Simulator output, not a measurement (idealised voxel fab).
process module | voxel wiring stack
cross-section cut | 195 nm wide | cells 5 nm
A cross-section is a grid of square cells, given in bands from the top down. A band is one or more rows of cells.
Each band's line starts with the height of the band's top and of its bottom, in nm. Then come its materials from left to right, each with its width in nm. One material with "throughout" fills the band from edge to edge. "air" is empty space.
Height 0 is the level under which the wafer as received is all one material. The lowest band goes on downwards, as in "0 down".
A width such as "30 to 40" changes by the same amount from each row of cells to the next, from the band's top row to its bottom row.
"no change" after a step means that no cell of the cross-section changed.
closed voids: empty space of 8 cells or more with no open way to the top, each as width x height at its distance from the left edge, in nm
after a step's settings: what the simulator itself notes on the step
overlay nm, on a step with a mask: how far to the right of its planned place the mask lay; to the left if negative
plan
1 op RECEIVE | material Si
2 op CONFORMAL_DEP | material SiO2 | thk nm 10
3 op DIRECTIONAL_DEP | material TiN | thk nm 5
4 op DIRECTIONAL_DEP | material W | thk nm 10
5 op MASKED_ETCH | tone cover | mask id METAL_1 | width nm 25 | pitch nm 40 | etch materials W | depth nm 20 | overlay nm 0
6 op MASKED_ETCH | tone cover | mask id METAL_1 | width nm 25 | pitch nm 40 | etch materials TiN | depth nm 5 | overlay nm 0
7 op CONFORMAL_DEP | material SiN | thk nm 5
8 op FILL_DEP | material lowk | thk nm 5
9 op CMP | height nm 35
10 op CONFORMAL_DEP | material SiCN | thk nm 5
11 op DIRECTIONAL_DEP | material lowk | thk nm 15
12 op MASKED_ETCH | tone open | mask id PLUG_1 | width nm 15 | pitch nm 40 | etch materials lowk | depth nm 15 | overlay nm 0
13 op MASKED_ETCH | tone open | mask id PLUG_1 | width nm 15 | pitch nm 40 | etch materials SiCN | depth nm 5 | overlay nm 0
14 op EPI | material Ru | thk nm 10
15 op EPI | material Ru | thk nm 10
16 op CONFORMAL_DEP | material SiCN | thk nm 5
17 op DIRECTIONAL_DEP | material SiO2 | thk nm 20
18 op PATTERN | tone open | mask id METAL_2 | material resist | width nm 25 | pitch nm 40 | thk nm 20 | overlay nm 0
19 op DIRECTIONAL_ETCH | etch materials SiO2 | depth nm 20
20 op DIRECTIONAL_ETCH | etch materials SiCN | depth nm 5
21 op STRIP | etch materials resist
22 op CONFORMAL_DEP | material TiN | thk nm 5
23 op FILL_DEP | material Ru | thk nm 5
24 op CMP | height nm 80
25 op CONFORMAL_DEP | material SiCN | thk nm 5
varied across the wafers: thk nm of step 4. The plan shows the first wafer's value. All wafers start alike
first wafer as received, after step 1
  0 down: Si throughout
  closed voids: none
each wafer at the end: cells of each material gained (+) or lost (-) since it was received, then its closed voids
thk nm 10 | +48 Ru | +117 SiCN | +63 SiN | +154 SiO2 | +88 TiN | +40 W | +153 lowk | closed voids: none
thk nm 15 | +48 Ru | +117 SiCN | +71 SiN | +154 SiO2 | +88 TiN | +60 W | +125 lowk | closed voids: none
thk nm 20 | +96 Ru | +85 SiCN | +51 SiN | +154 SiO2 | +72 TiN | +80 W | +125 lowk | closed voids: none
thk nm 25 | +96 Ru | +85 SiCN | +35 SiN | +154 SiO2 | +91 TiN | +99 W | +103 lowk | closed voids: none
thk nm 30 | +96 Ru | +85 SiCN | +27 SiN | +154 SiO2 | +91 TiN | +118 W | +92 lowk | closed voids: none
thk nm 35 | +96 Ru | +85 SiCN | +19 SiN | +154 SiO2 | +91 TiN | +137 W | +81 lowk | closed voids: none
